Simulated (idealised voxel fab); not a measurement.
Presented below is a process module, voxel transistor to metal.
Cross-section cut: width 155 nm, square cells of 5 nm.
Bands, listed from the top down, are how a cross-section gets written in this document; the cross-section itself is a grid of square cells, and a band is one or more rows of them.
Band: top and bottom heights (nm) first, top before bottom; then materials from left to right, widths in nm. "all across" marks a sole material filling the band edge to edge. "empty" denotes empty space.
All heights in this document are referenced to 0, defined as the level beneath which the wafer, as received, consists entirely of one material. The lowest band is not bounded below; it extends indefinitely downward and is written in the form "0 and below".
Graded width ("30..40"): value in top row of band = first number; value in bottom row = second number; row-to-row change constant.
Any step labelled "remained unchanged" changed none of the cells in the cross-section.
Each empty space that has no open way to the top and spans at least 8 cells appears under "Closed empty spaces" as width x height at distance, the distance counted from the left edge, all in nm.
If you see something after the settings on a step's line, that's the simulator's own remark about that step.
overlay nm: right-of-plan distance of the mask on a masked step; negative values mean left-of-plan.

These are the steps we planned for the process:
1: RECEIVE, material Si
2: OXIDIZE, depth nm 5
3: CONFORMAL_DEP, material SiN, thk nm 15
4: DIRECTIONAL_DEP, material aC, thk nm 10
5: PATTERN, tone cover, mask id ACTIVE, material resist, width nm 105, thk nm 25, overlay nm 0
6: DIRECTIONAL_ETCH, etch materials aC, depth nm 10
7: STRIP, etch materials resist
8: DIRECTIONAL_ETCH, etch materials SiN, depth nm 15
9: DIRECTIONAL_ETCH, etch materials SiO2, depth nm 5
10: DIRECTIONAL_ETCH, etch materials Si, depth nm 30
11: STRIP, etch materials aC
12: OXIDIZE, depth nm 5
13: FILL_DEP, material SiO2, thk nm 15
14: CMP, height nm 15
15: SELECTIVE_ETCH, etch materials SiO2, depth nm 15
16: STRIP, etch materials SiN
17: SELECTIVE_ETCH, etch materials SiO2, depth nm 5
18: OXIDIZE, depth nm 5
19: DIRECTIONAL_DEP, material polySi, thk nm 25
20: DIRECTIONAL_DEP, material SiCN, thk nm 10
21: PATTERN, tone cover, mask id GATE, material resist, width nm 15, thk nm 15, overlay nm 0
22: DIRECTIONAL_ETCH, etch materials SiCN, depth nm 20
23: DIRECTIONAL_ETCH, etch materials polySi, depth nm 35
24: STRIP, etch materials resist
25: CONFORMAL_DEP, material SiN, thk nm 10
26: DIRECTIONAL_ETCH, etch materials SiN, depth nm 10
27: DIRECTIONAL_ETCH, etch materials SiO2, depth nm 5
28: EPI, material nSi, thk nm 5
29: FILL_DEP, material SiO2, thk nm 10
30: CMP, height nm 30
31: DIRECTIONAL_DEP, material SiO2, thk nm 10
32: PATTERN, tone open, mask id CONTACT, material resist, width nm 30, pitch nm 55, thk nm 20, overlay nm 0
33: DIRECTIONAL_ETCH, etch materials SiO2, depth nm 45
34: STRIP, etch materials resist
35: CONFORMAL_DEP, material TiN, thk nm 5
36: FILL_DEP, material Ru, thk nm 5
37: CMP, height nm 40
38: DIRECTIONAL_DEP, material TiN, thk nm 5
39: DIRECTIONAL_DEP, material Ru, thk nm 15
40: PATTERN, tone cover, mask id METAL_1, material resist, width nm 15, pitch nm 65, thk nm 15, overlay nm 0
41: DIRECTIONAL_ETCH, etch materials Ru, depth nm 15
42: DIRECTIONAL_ETCH, etch materials TiN, depth nm 5
43: STRIP, etch materials resist
44: CONFORMAL_DEP, material SiN, thk nm 5
45: FILL_DEP, material SiO2, thk nm 5
46: CMP, height nm 60
47: CONFORMAL_DEP, material SiCN, thk nm 5
48: DIRECTIONAL_DEP, material SiO2, thk nm 35
49: DIRECTIONAL_DEP, material aC, thk nm 10
50: PATTERN, tone open, mask id METAL_2_HOLES, material resist, width nm 15, pitch nm 65, thk nm 30, overlay nm 0
51: DIRECTIONAL_ETCH, etch materials aC, depth nm 10
52: STRIP, etch materials resist
53: DIRECTIONAL_ETCH, etch materials SiO2, depth nm 35
54: STRIP, etch materials aC
55: DIRECTIONAL_DEP, material aC, thk nm 15
56: PATTERN, tone open, mask id METAL_2, material resist, width nm 20, pitch nm 65, thk nm 35, overlay nm 0
57: DIRECTIONAL_ETCH, etch materials aC, depth nm 15
58: STRIP, etch materials resist
59: DIRECTIONAL_ETCH, etch materials SiO2, depth nm 20
60: DIRECTIONAL_ETCH, etch materials SiCN, depth nm 5
61: STRIP, etch materials aC
62: CONFORMAL_DEP, material TiN, thk nm 5
63: FILL_DEP, material Ru, thk nm 5
64: CMP, height nm 100
65: CONFORMAL_DEP, material SiN, thk nm 5
It is noted that the wafers described herein are identical at the outset and are distinguished by the width nm of step 40; the value stated in the plan corresponds to the first wafer.

Cross-section of the first of several received wafers, showing its state after step 1:
	0 and below  Si all across
	Closed empty spaces: none

Quick look at the cross-section of the first of several wafers after step 65, which wraps up the module:
	105 down to 100  SiN all across
	100 down to 85  35 of SiO2; 5 of TiN; 10 of Ru; 5 of TiN; 45 of SiO2; 5 of TiN; 10 of Ru; 5 of TiN; 35 of SiO2
	85 down to 80  35 of SiO2; 5 of TiN; 5 of Ru; 10 of TiN; 45 of SiO2; 5 of TiN; 5 of Ru; 10 of TiN; 35 of SiO2
	80 down to 65  35 of SiO2; 5 of TiN; 5 of Ru; 5 of TiN; 50 of SiO2; 5 of TiN; 5 of Ru; 5 of TiN; 40 of SiO2
	65 down to 60  35 of SiCN; 15 of TiN; 50 of SiCN; 15 of TiN; 40 of SiCN
	60 down to 45  35 of SiO2; 5 of SiN; 15 of Ru; 5 of SiN; 40 of SiO2; 5 of SiN; 15 of Ru; 5 of SiN; 30 of SiO2
	45 down to 40  40 of SiN; 15 of TiN; 50 of SiN; 15 of TiN; 35 of SiN
	40 down to 30  35 of SiO2; 5 of TiN; 20..15 of Ru; 5..10 of TiN; 25 of SiO2; 5..10 of TiN; 20..15 of Ru; 5 of TiN; 35 of SiO2
	30 down to 20  35 of SiO2; 5 of TiN; 15 of Ru; 5 of TiN; 10 of SiN; 15 of SiCN; 10 of SiN; 5 of TiN; 15 of Ru; 5 of TiN; 35 of SiO2
	20 down to 0  35 of SiO2; 5 of TiN; 15 of Ru; 5 of TiN; 10 of SiN; 15 of polySi; 10 of SiN; 5 of TiN; 15 of Ru; 5 of TiN; 35 of SiO2
	0 down to -5  35 of SiO2; 25 of TiN; 10 of SiN; 15 of polySi; 10 of SiN; 25 of TiN; 35 of SiO2
	-5 down to -10  25 of SiO2; 35 of nSi; 35 of SiO2; 35 of nSi; 25 of SiO2
	-10 down to -40  30 of SiO2; 95 of Si; 30 of SiO2
	-40 and below  Si all across
	Closed empty spaces: none

Final wafer cross-section at module end:
	105 down to 100  SiN all across
	100 down to 85  35 of SiO2; 5 of TiN; 10 of Ru; 5 of TiN; 45 of SiO2; 5 of TiN; 10 of Ru; 5 of TiN; 35 of SiO2
	85 down to 80  35 of SiO2; 5 of TiN; 5 of Ru; 10 of TiN; 45 of SiO2; 5 of TiN; 5 of Ru; 10 of TiN; 35 of SiO2
	80 down to 65  35 of SiO2; 5 of TiN; 5 of Ru; 5 of TiN; 50 of SiO2; 5 of TiN; 5 of Ru; 5 of TiN; 40 of SiO2
	65 down to 60  35 of SiCN; 15 of TiN; 50 of SiCN; 15 of TiN; 40 of SiCN
	60 down to 45  25 of SiO2; 5 of SiN; 35 of Ru; 5 of SiN; 20 of SiO2; 5 of SiN; 35 of Ru; 5 of SiN; 20 of SiO2
	45 down to 40  30 of SiN; 35 of TiN; 30 of SiN; 35 of TiN; 25 of SiN
	40 down to 30  35 of SiO2; 5 of TiN; 20..15 of Ru; 5..10 of TiN; 25 of SiO2; 5..10 of TiN; 20..15 of Ru; 5 of TiN; 35 of SiO2
	30 down to 20  35 of SiO2; 5 of TiN; 15 of Ru; 5 of TiN; 10 of SiN; 15 of SiCN; 10 of SiN; 5 of TiN; 15 of Ru; 5 of TiN; 35 of SiO2
	20 down to 0  35 of SiO2; 5 of TiN; 15 of Ru; 5 of TiN; 10 of SiN; 15 of polySi; 10 of SiN; 5 of TiN; 15 of Ru; 5 of TiN; 35 of SiO2
	0 down to -5  35 of SiO2; 25 of TiN; 10 of SiN; 15 of polySi; 10 of SiN; 25 of TiN; 35 of SiO2
	-5 down to -10  25 of SiO2; 35 of nSi; 35 of SiO2; 35 of nSi; 25 of SiO2
	-10 down to -40  30 of SiO2; 95 of Si; 30 of SiO2
	-40 and below  Si all across
	Closed empty spaces: none

Gained (+) or lost (-) cells of each material since receipt, then closed voids: one row per wafer, at the end of the module:
width nm 15, +88 Ru, -134 Si, +31 SiCN, +96 SiN, +455 SiO2, +86 TiN, +14 nSi, +15 polySi, Closed empty spaces: none
width nm 20, +94 Ru, -134 Si, +31 SiCN, +94 SiN, +449 SiO2, +88 TiN, +14 nSi, +15 polySi, Closed empty spaces: none
width nm 25, +100 Ru, -134 Si, +31 SiCN, +92 SiN, +443 SiO2, +90 TiN, +14 nSi, +15 polySi, Closed empty spaces: none
width nm 30, +106 Ru, -134 Si, +31 SiCN, +90 SiN, +437 SiO2, +92 TiN, +14 nSi, +15 polySi, Closed empty spaces: none
width nm 35, +112 Ru, -134 Si, +31 SiCN, +88 SiN, +431 SiO2, +94 TiN, +14 nSi, +15 polySi, Closed empty spaces: none
